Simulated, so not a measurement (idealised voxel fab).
process module | voxel capacitor over wiring
cross-section cut | 240 nm wide | cells 5 nm
A cross-section is a grid of square cells, given in bands from the top down. A band is one or more rows of cells.
Each band's line starts with the height of the band's top and of its bottom, in nm. Then come its materials from left to right, each with its width in nm. One material with "throughout" fills the band from edge to edge. "air" is empty space.
Height 0 is the level under which the wafer as received is all one material. The lowest band goes on downwards, as in "0 down".
A width such as "30 to 40" changes by the same amount from each row of cells to the next, from the band's top row to its bottom row.
"no change" after a step means that no cell of the cross-section changed.
closed voids: empty space of 8 cells or more with no open way to the top, each as width x height at its distance from the left edge, in nm
after a step's settings: what the simulator itself notes on the step
overlay nm, on a step with a mask: how far to the right of its planned place the mask lay; to the left if negative
plan
1 op RECEIVE | material Si
2 op CONFORMAL_DEP | material SiO2 | thk nm 10
3 op CONFORMAL_DEP | material SiCN | thk nm 5
4 op DIRECTIONAL_DEP | material SiO2 | thk nm 20
5 op DIRECTIONAL_DEP | material aC | thk nm 15
6 op PATTERN | tone open | mask id METAL_1 | material resist | width nm 30 | pitch nm 90 | thk nm 30 | overlay nm 0
7 op DIRECTIONAL_ETCH | etch materials aC | depth nm 15
8 op STRIP | etch materials resist
9 op DIRECTIONAL_ETCH | etch materials SiO2 | depth nm 20
10 op DIRECTIONAL_ETCH | etch materials SiCN | depth nm 5
11 op STRIP | etch materials aC
12 op CONFORMAL_DEP | material TiN | thk nm 5
13 op FILL_DEP | material Cu | thk nm 10
14 op CMP | height nm 35
15 op CONFORMAL_DEP | material SiCN | thk nm 5
16 op DIRECTIONAL_DEP | material lowk | thk nm 20
17 op DIRECTIONAL_DEP | material aC | thk nm 10
18 op PATTERN | tone open | mask id PLUG_1 | material resist | width nm 15 | thk nm 30 | overlay nm 0
19 op DIRECTIONAL_ETCH | etch materials aC | depth nm 10
20 op STRIP | etch materials resist
21 op DIRECTIONAL_ETCH | etch materials lowk | depth nm 20
22 op DIRECTIONAL_ETCH | etch materials SiCN | depth nm 5
23 op STRIP | etch materials aC
24 op EPI | material Ru | thk nm 10
25 op EPI | material Ru | thk nm 10
26 op EPI | material Ru | thk nm 5
27 op DIRECTIONAL_DEP | material TiN | thk nm 10
28 op DIRECTIONAL_DEP | material HfO2 | thk nm 5
29 op DIRECTIONAL_DEP | material TiN | thk nm 10
30 op PATTERN | tone cover | mask id UPPER_PLATE | material resist | width nm 65 | thk nm 20 | overlay nm 0
31 op DIRECTIONAL_ETCH | etch materials TiN | depth nm 10
32 op DIRECTIONAL_ETCH | etch materials HfO2 | depth nm 5
33 op STRIP | etch materials resist
34 op DIRECTIONAL_DEP | material aC | thk nm 10
35 op PATTERN | tone cover | mask id LOWER_PLATE | material resist | width nm 75 | thk nm 25 | overlay nm 0
36 op DIRECTIONAL_ETCH | etch materials aC | depth nm 10
37 op STRIP | etch materials resist
38 op DIRECTIONAL_ETCH | etch materials TiN | depth nm 10
39 op STRIP | etch materials aC
40 op FILL_DEP | material SiO2 | thk nm 20
41 op CMP | height nm 100
42 op DIRECTIONAL_DEP | material aC | thk nm 10
43 op PATTERN | tone open | mask id PLUG_2 | material resist | width nm 15 | thk nm 25 | overlay nm 0
44 op DIRECTIONAL_ETCH | etch materials aC | depth nm 10
45 op STRIP | etch materials resist
46 op DIRECTIONAL_ETCH | etch materials SiO2 | depth nm 15
47 op STRIP | etch materials aC
48 op CONFORMAL_DEP | material TiN | thk nm 5
49 op FILL_DEP | material Cu | thk nm 5
50 op CMP | height nm 100
51 op CONFORMAL_DEP | material SiCN | thk nm 5
first wafer, as planned
as received, after step 1
  0 down: Si throughout
  closed voids: none
after step 2
  10 to 0: SiO2 throughout
  below 0: unchanged
after step 3
  15 to 10: SiCN throughout
  below 10: unchanged
after step 4
  35 to 15: SiO2 throughout
  below 15: unchanged
after step 5
  50 to 35: aC throughout
  below 35: unchanged
after step 6
  80 to 50: resist 60 | air 30 | resist 60 | air 30 | resist 60
  below 50: unchanged
after step 7
  65 to 50: resist 60 | air 30 | resist 60 | air 30 | resist 60
  50 to 35: aC 60 | air 30 | aC 60 | air 30 | aC 60
  below 35: unchanged
after step 8
  50 to 35: aC 60 | air 30 | aC 60 | air 30 | aC 60
  below 35: unchanged
after step 9
  50 to 35: aC 60 | air 30 | aC 60 | air 30 | aC 60
  35 to 15: SiO2 60 | air 30 | SiO2 60 | air 30 | SiO2 60
  below 15: unchanged
after step 10
  50 to 35: aC 60 | air 30 | aC 60 | air 30 | aC 60
  35 to 15: SiO2 60 | air 30 | SiO2 60 | air 30 | SiO2 60
  15 to 10: SiCN 60 | air 30 | SiCN 60 | air 30 | SiCN 60
  below 10: unchanged
after step 11
  35 to 15: SiO2 60 | air 30 | SiO2 60 | air 30 | SiO2 60
  below 15: unchanged
after step 12
  40 to 35: TiN 65 | air 20 | TiN 70 | air 20 | TiN 65
  35 to 15: SiO2 60 | TiN 5 | air 20 | TiN 5 | SiO2 60 | TiN 5 | air 20 | TiN 5 | SiO2 60
  15 to 10: SiCN 60 | TiN 30 | SiCN 60 | TiN 30 | SiCN 60
  below 10: unchanged
after step 13
  50 to 40: Cu throughout
  40 to 35: TiN 65 | Cu 20 | TiN 70 | Cu 20 | TiN 65
  35 to 15: SiO2 60 | TiN 5 | Cu 20 | TiN 5 | SiO2 60 | TiN 5 | Cu 20 | TiN 5 | SiO2 60
  below 15: unchanged
after step 14
  35 to 15: SiO2 60 | TiN 5 | Cu 20 | TiN 5 | SiO2 60 | TiN 5 | Cu 20 | TiN 5 | SiO2 60
  below 15: unchanged
after step 15
  40 to 35: SiCN throughout
  below 35: unchanged
after step 16
  60 to 40: lowk throughout
  below 40: unchanged
after step 17
  70 to 60: aC throughout
  below 60: unchanged
after step 18
  100 to 70: resist 75 | air 15 | resist 150
  below 70: unchanged
after step 19
  90 to 70: resist 75 | air 15 | resist 150
  70 to 60: aC 75 | air 15 | aC 150
  below 60: unchanged
after step 20
  70 to 60: aC 75 | air 15 | aC 150
  below 60: unchanged
after step 21
  70 to 60: aC 75 | air 15 | aC 150
  60 to 40: lowk 75 | air 15 | lowk 150
  below 40: unchanged
after step 22
  70 to 60: aC 75 | air 15 | aC 150
  60 to 40: lowk 75 | air 15 | lowk 150
  40 to 35: SiCN 75 | air 15 | SiCN 150
  below 35: unchanged
after step 23
  60 to 40: lowk 75 | air 15 | lowk 150
  below 40: unchanged
after step 24
  60 to 45: lowk 75 | air 15 | lowk 150
  45 to 40: lowk 75 | Ru 15 | lowk 150
  40 to 35: SiCN 75 | Ru 15 | SiCN 150
  below 35: unchanged
after step 25
  60 to 55: lowk 75 | air 15 | lowk 150
  55 to 40: lowk 75 | Ru 15 | lowk 150
  below 40: unchanged
after step 26
  60 to 40: lowk 75 | Ru 15 | lowk 150
  below 40: unchanged
after step 27
  70 to 60: TiN throughout
  below 60: unchanged
after step 28
  75 to 70: HfO2 throughout
  below 70: unchanged
after step 29
  85 to 75: TiN throughout
  below 75: unchanged
after step 30
  105 to 85: air 75 | resist 65 | air 100
  below 85: unchanged
after step 31
  105 to 85: air 75 | resist 65 | air 100
  85 to 75: air 75 | TiN 65 | air 100
  below 75: unchanged
after step 32
  105 to 85: air 75 | resist 65 | air 100
  85 to 75: air 75 | TiN 65 | air 100
  75 to 70: air 75 | HfO2 65 | air 100
  below 70: unchanged
after step 33
  85 to 75: air 75 | TiN 65 | air 100
  below 75: unchanged
after step 34
  95 to 85: air 75 | aC 65 | air 100
  85 to 80: air 75 | TiN 65 | air 100
  80 to 75: aC 75 | TiN 65 | aC 100
  75 to 70: aC 75 | HfO2 65 | aC 100
  below 70: unchanged
after step 35
  120 to 95: air 70 | resist 75 | air 95
  95 to 85: air 70 | resist 5 | aC 65 | resist 5 | air 95
  85 to 80: air 70 | resist 5 | TiN 65 | resist 5 | air 95
  below 80: unchanged
after step 36
  110 to 95: air 70 | resist 75 | air 95
  95 to 85: air 70 | resist 5 | aC 65 | resist 5 | air 95
  85 to 80: air 70 | resist 5 | TiN 65 | resist 5 | air 95
  80 to 75: air 70 | aC 5 | TiN 65 | aC 5 | air 95
  75 to 70: air 70 | aC 5 | HfO2 65 | aC 5 | air 95
  below 70: unchanged
after step 37
  95 to 85: air 75 | aC 65 | air 100
  85 to 80: air 75 | TiN 65 | air 100
  below 80: unchanged
after step 38
  95 to 85: air 75 | aC 65 | air 100
  85 to 80: air 75 | TiN 65 | air 100
  80 to 75: air 70 | aC 5 | TiN 65 | aC 5 | air 95
  75 to 70: air 70 | aC 5 | HfO2 65 | aC 5 | air 95
  70 to 60: air 70 | TiN 75 | air 95
  below 60: unchanged
after step 39
  85 to 75: air 75 | TiN 65 | air 100
  75 to 70: air 75 | HfO2 65 | air 100
  below 70: unchanged
after step 40
  105 to 85: SiO2 throughout
  85 to 75: SiO2 75 | TiN 65 | SiO2 100
  75 to 70: SiO2 75 | HfO2 65 | SiO2 100
  70 to 60: SiO2 70 | TiN 75 | SiO2 95
  below 60: unchanged
after step 41
  100 to 85: SiO2 throughout
  below 85: unchanged
after step 42
  110 to 100: aC throughout
  below 100: unchanged
after step 43
  135 to 110: resist 85 | air 15 | resist 140
  below 110: unchanged
after step 44
  125 to 110: resist 85 | air 15 | resist 140
  110 to 100: aC 85 | air 15 | aC 140
  below 100: unchanged
after step 45
  110 to 100: aC 85 | air 15 | aC 140
  below 100: unchanged
after step 46
  110 to 100: aC 85 | air 15 | aC 140
  100 to 85: SiO2 85 | air 15 | SiO2 140
  below 85: unchanged
after step 47
  100 to 85: SiO2 85 | air 15 | SiO2 140
  below 85: unchanged
after step 48
  105 to 100: TiN 90 | air 5 | TiN 145
  100 to 90: SiO2 85 | TiN 5 | air 5 | TiN 5 | SiO2 140
  90 to 85: SiO2 85 | TiN 15 | SiO2 140
  below 85: unchanged
after step 49
  110 to 105: Cu throughout
  105 to 100: TiN 90 | Cu 5 | TiN 145
  100 to 90: SiO2 85 | TiN 5 | Cu 5 | TiN 5 | SiO2 140
  below 90: unchanged
after step 50
  100 to 90: SiO2 85 | TiN 5 | Cu 5 | TiN 5 | SiO2 140
  below 90: unchanged
after step 51
  105 to 100: SiCN throughout
  below 100: unchanged
second wafer: like start, like plan, one mistake. Through step 29 it matches the first wafer
when step 30 should have ended
  105 to 85: resist 75 | air 65 | resist 100
  below 85: unchanged
when step 31 should have ended
  105 to 85: resist 75 | air 65 | resist 100
  85 to 75: TiN 75 | air 65 | TiN 100
  below 75: unchanged
when step 32 should have ended
  105 to 85: resist 75 | air 65 | resist 100
  85 to 75: TiN 75 | air 65 | TiN 100
  75 to 70: HfO2 75 | air 65 | HfO2 100
  below 70: unchanged
when step 33 should have ended
  85 to 75: TiN 75 | air 65 | TiN 100
  below 75: unchanged
when step 34 should have ended
  95 to 85: aC 75 | air 65 | aC 100
  85 to 80: TiN 75 | air 65 | TiN 100
  80 to 75: TiN 75 | aC 65 | TiN 100
  75 to 70: HfO2 75 | aC 65 | HfO2 100
  below 70: unchanged
when step 35 should have ended
  120 to 95: air 70 | resist 75 | air 95
  95 to 85: aC 75 | resist 65 | aC 100
  85 to 80: TiN 75 | resist 65 | TiN 100
  below 80: unchanged
when step 36 should have ended
  110 to 95: air 70 | resist 75 | air 95
  95 to 85: air 70 | aC 5 | resist 65 | aC 5 | air 95
  below 85: unchanged
when step 37 should have ended
  95 to 85: air 70 | aC 5 | air 65 | aC 5 | air 95
  85 to 80: TiN 75 | air 65 | TiN 100
  below 80: unchanged
when step 38 should have ended
  95 to 85: air 70 | aC 5 | air 65 | aC 5 | air 95
  85 to 80: air 70 | TiN 5 | air 65 | TiN 5 | air 95
  80 to 75: air 70 | TiN 5 | aC 65 | TiN 5 | air 95
  below 75: unchanged
when step 39 should have ended
  85 to 75: air 70 | TiN 5 | air 65 | TiN 5 | air 95
  75 to 70: HfO2 75 | air 65 | HfO2 100
  below 70: unchanged
when step 40 should have ended
  105 to 85: SiO2 throughout
  85 to 75: SiO2 70 | TiN 5 | SiO2 65 | TiN 5 | SiO2 95
  75 to 70: HfO2 75 | SiO2 65 | HfO2 100
  below 70: unchanged
when step 41 should have ended
  100 to 85: SiO2 throughout
  below 85: unchanged
when step 42 should have ended
  110 to 100: aC throughout
  below 100: unchanged
when step 43 should have ended
  135 to 110: resist 85 | air 15 | resist 140
  below 110: unchanged
when step 44 should have ended
  125 to 110: resist 85 | air 15 | resist 140
  110 to 100: aC 85 | air 15 | aC 140
  below 100: unchanged
when step 45 should have ended
  110 to 100: aC 85 | air 15 | aC 140
  below 100: unchanged
when step 46 should have ended
  110 to 100: aC 85 | air 15 | aC 140
  100 to 85: SiO2 85 | air 15 | SiO2 140
  below 85: unchanged
when step 47 should have ended
  100 to 85: SiO2 85 | air 15 | SiO2 140
  below 85: unchanged
when step 48 should have ended
  105 to 100: TiN 90 | air 5 | TiN 145
  100 to 90: SiO2 85 | TiN 5 | air 5 | TiN 5 | SiO2 140
  90 to 85: SiO2 85 | TiN 15 | SiO2 140
  below 85: unchanged
when step 49 should have ended
  110 to 105: Cu throughout
  105 to 100: TiN 90 | Cu 5 | TiN 145
  100 to 90: SiO2 85 | TiN 5 | Cu 5 | TiN 5 | SiO2 140
  below 90: unchanged
when step 50 should have ended
  100 to 90: SiO2 85 | TiN 5 | Cu 5 | TiN 5 | SiO2 140
  below 90: unchanged
when step 51 should have ended
  105 to 100: SiCN throughout
  below 100: unchanged
what went wrong: step 30 ran as: op PATTERN | tone open | mask id UPPER_PLATE | material resist | width nm 65 | thk nm 20 | overlay nm 0
at the end the second wafer has, in cells: 22 more of HfO2 | 66 fewer of SiO2 | 44 more of TiN
